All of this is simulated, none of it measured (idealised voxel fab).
Proc. module: voxel local oxidation
230 nm wide, 5 nm square cells: that's cross-section cut.
Just so we're on the same page, the cross-sections are grids of square cells, and they're listed out in bands top to bottom, each band one or more rows deep. What a band's entry tells you: where the top is and where the bottom is, as heights in nm, and after that what lies inside, material by material from left to right, each with its width in nm. Empty space is written as the word "blank", and a single material marked with the word "full width" occupies the band from edge to edge. Note: height 0 marks the level under which the wafer is uniformly one material as received. Lowest band unbounded below, written "from 0 down". Width "30 to 40": first value at the band's top row of cells, second value at its bottom row, equal change from row to row. "no modifications" -> step changed no cross-section cell. Empty spaces without an open route to the top, at least 8 cells in extent, make up the entry "Internal closed voids"; each is given as width x height at distance, where the distance is measured from the left edge, and all are in nm. The remark found on a step's line after its settings is issued by the simulator itself and pertains to that step. overlay nm: mask right of planned place by this much (step with mask). Neg. = left.
Steps in the process plan
1 RECEIVE | material Si
2 CONFORMAL_DEP | material SiO2 | thk nm 5
3 CONFORMAL_DEP | material SiN | thk nm 15
4 DIRECTIONAL_DEP | material aC | thk nm 15
5 PATTERN | tone cover | mask id ACTIVE | material resist | width nm 120 | thk nm 30 | overlay nm 0
6 DIRECTIONAL_ETCH | etch materials aC | depth nm 15
7 STRIP | etch materials resist
8 DIRECTIONAL_ETCH | etch materials SiN | depth nm 15
9 STRIP | etch materials aC
10 SELECTIVE_ETCH | etch materials SiO2 | depth nm 5
11 OXIDIZE | depth nm 15
12 STRIP | etch materials SiN
As-received wafer cross-section (after step 1)
> from 0 down = Si full width
> Internal closed voids: none
Run as planned - first of the two wafers cross-sectioned at the end of the module
> from 5 to 0 = blank: 60  SiO2: 110  blank: 60
> from 0 to -15 = SiO2: 75  Si: 80  SiO2: 75
> from -15 down = Si full width
> Internal closed voids: none
Wafer two (of two), end-of-module cross-section: start = wafer one, plan = wafer one, one run mistake
> from 0 to -15 = blank: 75  Si: 80  blank: 75
> from -15 down = Si full width
> Internal closed voids: none
Short version of what went wrong: step 12 was run on a setting that differed from the plan, and what really ran there is STRIP | etch materials SiO2
At the finish, the second wafer shows more or fewer cells for some materials than the first does: 112 fewer of SiO2
